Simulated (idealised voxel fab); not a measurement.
process module | voxel trench capacitor
cross-section cut | 185 nm wide | cells 5 nm
A cross-section is a grid of square cells, given in bands from the top down. A band is one or more rows of cells.
Each band's line starts with the height of the band's top and of its bottom, in nm. Then come its materials from left to right, each with its width in nm. One material with "throughout" fills the band from edge to edge. "air" is empty space.
Height 0 is the level under which the wafer as received is all one material. The lowest band goes on downwards, as in "0 down".
A width such as "30 to 40" changes by the same amount from each row of cells to the next, from the band's top row to its bottom row.
"no change" after a step means that no cell of the cross-section changed.
closed voids: empty space of 8 cells or more with no open way to the top, each as width x height at its distance from the left edge, in nm
after a step's settings: what the simulator itself notes on the step
overlay nm, on a step with a mask: how far to the right of its planned place the mask lay; to the left if negative
plan
1 op RECEIVE | material Si
2 op CONFORMAL_DEP | material SiN | thk nm 10
3 op DIRECTIONAL_DEP | material aC | thk nm 15
4 op PATTERN | tone open | mask id TRENCH | material resist | width nm 25 | pitch nm 50 | thk nm 30 | overlay nm 0
5 op DIRECTIONAL_ETCH | etch materials aC | depth nm 15
6 op STRIP | etch materials resist
7 op DIRECTIONAL_ETCH | etch materials SiN | depth nm 10
8 op DIRECTIONAL_ETCH | etch materials Si | depth nm 35
9 op STRIP | etch materials aC
10 op CONFORMAL_DEP | material Al2O3 | thk nm 5
11 op CONFORMAL_DEP | material TiN | thk nm 5
12 op FILL_DEP | material W | thk nm 10
13 op CMP | height nm 10
as received, after step 1
  0 down: Si throughout
  closed voids: none
first wafer at the end, as planned
  10 to 0: SiN 55 | Al2O3 5 | TiN 5 | W 5 | TiN 5 | Al2O3 5 | SiN 25 | Al2O3 5 | TiN 5 | W 5 | TiN 5 | Al2O3 5 | SiN 55
  0 to -25: Si 55 | Al2O3 5 | TiN 5 | W 5 | TiN 5 | Al2O3 5 | Si 25 | Al2O3 5 | TiN 5 | W 5 | TiN 5 | Al2O3 5 | Si 55
  -25 to -30: Si 55 | Al2O3 5 | TiN 15 | Al2O3 5 | Si 25 | Al2O3 5 | TiN 15 | Al2O3 5 | Si 55
  -30 to -35: Si 55 | Al2O3 25 | Si 25 | Al2O3 25 | Si 55
  -35 down: Si throughout
  closed voids: none
second wafer at the end: like start, like plan, one mistake
  10 to 0: SiN 55 | Al2O3 5 | TiN 5 | W 5 | TiN 5 | Al2O3 5 | SiN 25 | Al2O3 5 | TiN 5 | W 5 | TiN 5 | Al2O3 5 | SiN 55
  0 to -60: Si 55 | Al2O3 5 | TiN 5 | W 5 | TiN 5 | Al2O3 5 | Si 25 | Al2O3 5 | TiN 5 | W 5 | TiN 5 | Al2O3 5 | Si 55
  -60 to -65: Si 55 | Al2O3 5 | TiN 15 | Al2O3 5 | Si 25 | Al2O3 5 | TiN 15 | Al2O3 5 | Si 55
  -65 to -70: Si 55 | Al2O3 25 | Si 25 | Al2O3 25 | Si 55
  -70 down: Si throughout
  closed voids: none
what went wrong: step 8 was run twice
at the end the second wafer has, in cells: 28 more of Al2O3 | 70 fewer of Si | 28 more of TiN | 14 more of W
